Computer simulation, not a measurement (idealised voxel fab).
The name of this process module is voxel gate over fins.
This is section cut - it's 280 nm across, gridded in 5 nm square cells.
This document writes a cross-section as a grid whose cells are square, and gives it as bands, listed from the top down; one or more rows of cells form a band. Band: top and bottom heights (nm) first, top before bottom; then materials from left to right, widths in nm. "edge to edge" marks a sole material filling the band edge to edge. "air" denotes empty space. Height reference: 0 = level under which incoming wafer is all one material. Lowest band: no bottom, runs on downward, e.g. "top 0, no bottom". The expression "30..40" gives the width at the extremes of the band, the first number at its top row of cells and the second at its bottom row, with the width changing by equal amounts from each row to the next in between. "nothing got changed" for a step: no cell of the cross-section changed in that step. Closed void entries: empty space of 8 cells or more with no open way to the top, each as width x height at its distance from the left edge, in nm. Note: text after step settings on the step line = simulator remark on that step. The optional step-line setting "overlay nm" applies to steps with a mask and quantifies how far to the right of its planned location the mask lay, a negative value indicating leftward placement.
Here's what the planned process steps look like:
| 1 | RECEIVE with material Si |
| 2 | CONFORMAL_DEP with material SiN, thk nm 10 |
| 3 | PATTERN with tone cover, mask id FINS, material resist, width nm 15, pitch nm 45, thk nm 20, overlay nm 0 |
| 4 | DIRECTIONAL_ETCH with etch materials SiN, depth nm 10 |
| 5 | DIRECTIONAL_ETCH with etch materials Si, depth nm 35 |
| 6 | STRIP with etch materials resist |
| 7 | OXIDIZE with depth nm 5 |
| 8 | FILL_DEP with material SiO2, thk nm 10 |
| 9 | CMP with height nm 10 |
| 10 | SELECTIVE_ETCH with etch materials SiO2, depth nm 20 |
| 11 | STRIP with etch materials SiN |
| 12 | CONFORMAL_DEP with material HfO2, thk nm 5 |
| 13 | CONFORMAL_DEP with material TiN, thk nm 5 |
| 14 | CONFORMAL_DEP with material TiAl, thk nm 5 |
| 15 | CONFORMAL_DEP with material TiN, thk nm 5 |
| 16 | FILL_DEP with material W, thk nm 10 |
| 17 | CMP with height nm 25 |
| 18 | CONFORMAL_DEP with material SiN, thk nm 10 |
The cross-section here shows the wafer as received, i.e. in its state after step 1:
	top 0, no bottom | Si edge to edge
	Closed void entries: none
Cross-sectional image of the first of two wafers at the end of the module, the run having proceeded as planned:
	top 35, bottom 25 | SiN edge to edge
	top 25, bottom 20 | W edge to edge
	top 20, bottom 15 | W (95), then TiN (90), then W (95)
	top 15, bottom 10 | W (95), then TiN (5), then TiAl (35), then TiN (10), then TiAl (35), then TiN (5), then W (95)
	top 10, bottom 5 | TiN (100), then TiAl (5), then TiN (25), then TiAl (5), then TiN (10), then TiAl (5), then TiN (25), then TiAl (5), then TiN (100)
	top 5, bottom 0 | TiAl (105), then TiN (5), then HfO2 (15), then TiN (5), then TiAl (20), then TiN (5), then HfO2 (15), then TiN (5), then TiAl (105)
	top 0, bottom -5 | TiN (110), then HfO2 (5), then Si (5), then HfO2 (5), then TiN (30), then HfO2 (5), then Si (5), then HfO2 (5), then TiN (110)
	top -5, bottom -10 | HfO2 (115), then Si (5), then HfO2 (40), then Si (5), then HfO2 (115)
	top -10, bottom -40 | SiO2 (115), then Si (5), then SiO2 (40), then Si (5), then SiO2 (115)
	top -40, no bottom | Si edge to edge
	Closed void entries: none
Wafer two, end of module, cross-section. Same start, same plan as wafer one. One mistake in the run:
	top 35, bottom 25 | SiN edge to edge
	top 25, bottom 20 | W edge to edge
	top 20, bottom 15 | TiN edge to edge
	top 15, bottom 10 | TiAl edge to edge
	top 10, bottom 5 | TiN (115), then TiAl (5), then TiN (40), then TiAl (5), then TiN (115)
	top 5, bottom 0 | HfO2 (110), then TiN (5), then TiAl (5), then TiN (5), then HfO2 (30), then TiN (5), then TiAl (5), then TiN (5), then HfO2 (110)
	top 0, bottom -5 | Si (105), then HfO2 (5), then TiN (15), then HfO2 (5), then Si (20), then HfO2 (5), then TiN (15), then HfO2 (5), then Si (105)
	top -5, bottom -10 | Si (105), then HfO2 (25), then Si (20), then HfO2 (25), then Si (105)
	top -10, bottom -40 | Si (105), then SiO2 (25), then Si (20), then SiO2 (25), then Si (105)
	top -40, no bottom | Si edge to edge
	Closed void entries: none
It is concluded that the wafer was processed incorrectly with respect to the plan, in that planned and actual differ for step 3; actual: PATTERN with tone open, mask id FINS, material resist, width nm 15, pitch nm 45, thk nm 20, overlay nm 0
At the finish, the second wafer shows more or fewer cells for some materials than the first does: Si +352, SiO2 -264, TiAl -4, TiN -8, W -76
